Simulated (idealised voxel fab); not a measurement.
Process module under the name voxel self aligned vias
Displayed cross-section: cut, width of 270 nm, square cells sized 5 nm.
Notation: cross-section as square-cell grid; stated in bands, top first, going down; one or more cell rows per band. Look at the band entry: it leads with the top's height and the bottom's height in nm. Then it lists the materials left to right, with a width in nm for each. The word "edge to edge" on a single material says that material fills the band edge to edge. The word "blank" is empty space. Heads up on the height convention: 0 is the point under which the incoming wafer is all one material, and the lowest band has no bottom, it just keeps going down, like "0 nm and below". When a width is written as two numbers, as in "30 to 40", the first number is the width in the top row of cells of the band and the second is the width in its bottom row, and the width changes by the same amount from each row to the next. The designation "nothing got changed", where it is given for a processing step, indicates that no cell of the cross-section was altered in the course of that step. Any empty space of 8 cells or more lacking an open way to the top shows up in "Enclosed cavities" as width x height at distance, distance from the left edge, in nm. The remark found on a step's line after its settings is issued by the simulator itself and pertains to that step. The line of a step may include "overlay nm". On a step with a mask, this value is how far to the right of its planned place the mask lay. A negative value means the mask lay to the left.

Process steps foreseen in the plan:
1. RECEIVE: material Si
2. CONFORMAL_DEP: material SiO2, thk nm 10
3. CONFORMAL_DEP: material SiCN, thk nm 5
4. DIRECTIONAL_DEP: material SiO2, thk nm 30
5. PATTERN: tone open, mask id LINES, material resist, width nm 25, pitch nm 65, thk nm 20, overlay nm 0
6. DIRECTIONAL_ETCH: etch materials SiO2, depth nm 30
7. STRIP: etch materials resist
8. CONFORMAL_DEP: material TiN, thk nm 5
9. FILL_DEP: material W, thk nm 10
10. CMP: height nm 45
11. SELECTIVE_ETCH: etch materials W Ru TiN, depth nm 5
12. FILL_DEP: material SiN, thk nm 5
13. CMP: height nm 45
14. DIRECTIONAL_DEP: material SiO2, thk nm 20
15. MASKED_ETCH: tone open, mask id VIAS, width nm 35, pitch nm 65, etch materials SiO2, depth nm 20, overlay nm 0
16. MASKED_ETCH: tone open, mask id VIAS, width nm 35, pitch nm 65, etch materials SiN, depth nm 5, overlay nm 0
17. CONFORMAL_DEP: material TiN, thk nm 5
18. FILL_DEP: material Cu, thk nm 10
19. CMP: height nm 65
20. CONFORMAL_DEP: material SiCN, thk nm 5

Wafer as received: cross-section following step 1:
	0 nm and below  Si edge to edge
	Enclosed cavities: none

Here's the cross-section of the first of our two wafers at the end of the module - it ran as planned:
	70 nm to 65 nm  SiCN edge to edge
	65 nm to 50 nm  50 SiO2 / 5 TiN / 25 Cu / 5 TiN / 30 SiO2 / 5 TiN / 25 Cu / 5 TiN / 30 SiO2 / 5 TiN / 25 Cu / 5 TiN / 55 SiO2
	50 nm to 45 nm  50 SiO2 / 10 TiN / 15 Cu / 10 TiN / 30 SiO2 / 10 TiN / 15 Cu / 10 TiN / 30 SiO2 / 10 TiN / 15 Cu / 10 TiN / 55 SiO2
	45 nm to 40 nm  55 SiO2 / 25 TiN / 40 SiO2 / 25 TiN / 40 SiO2 / 25 TiN / 60 SiO2
	40 nm to 20 nm  55 SiO2 / 5 TiN / 15 W / 5 TiN / 40 SiO2 / 5 TiN / 15 W / 5 TiN / 40 SiO2 / 5 TiN / 15 W / 5 TiN / 60 SiO2
	20 nm to 15 nm  55 SiO2 / 25 TiN / 40 SiO2 / 25 TiN / 40 SiO2 / 25 TiN / 60 SiO2
	15 nm to 10 nm  SiCN edge to edge
	10 nm to 0 nm  SiO2 edge to edge
	0 nm and below  Si edge to edge
	Enclosed cavities: none

Cross-sectional image of the second wafer of the two following completion of the module. Starting state and process plan were the same as for the first wafer; one execution error occurred:
	70 nm to 65 nm  SiCN edge to edge
	65 nm to 50 nm  50 SiO2 / 5 TiN / 25 Cu / 5 TiN / 30 SiO2 / 5 TiN / 25 Cu / 5 TiN / 30 SiO2 / 5 TiN / 25 Cu / 5 TiN / 55 SiO2
	50 nm to 45 nm  50 SiO2 / 35 TiN / 30 SiO2 / 35 TiN / 30 SiO2 / 35 TiN / 55 SiO2
	45 nm to 40 nm  50 SiN / 5 TiN / 25 SiO2 / 5 TiN / 30 SiN / 5 TiN / 25 SiO2 / 5 TiN / 30 SiN / 5 TiN / 25 SiO2 / 5 TiN / 55 SiN
	40 nm to 20 nm  50 W / 5 TiN / 25 SiO2 / 5 TiN / 30 W / 5 TiN / 25 SiO2 / 5 TiN / 30 W / 5 TiN / 25 SiO2 / 5 TiN / 55 W
	20 nm to 15 nm  55 TiN / 25 SiO2 / 40 TiN / 25 SiO2 / 40 TiN / 25 SiO2 / 60 TiN
	15 nm to 10 nm  SiCN edge to edge
	10 nm to 0 nm  SiO2 edge to edge
	0 nm and below  Si edge to edge
	Enclosed cavities: none
Where did the run depart from the plan? step 5 did not use the planned setting and instead ran as PATTERN: tone cover, mask id LINES, material resist, width nm 25, pitch nm 65, thk nm 20, overlay nm 0
Final comparison by cell count, materials where the second wafer has more or fewer than the first: Cu -9, SiN +33, SiO2 -144, TiN +24, W +96
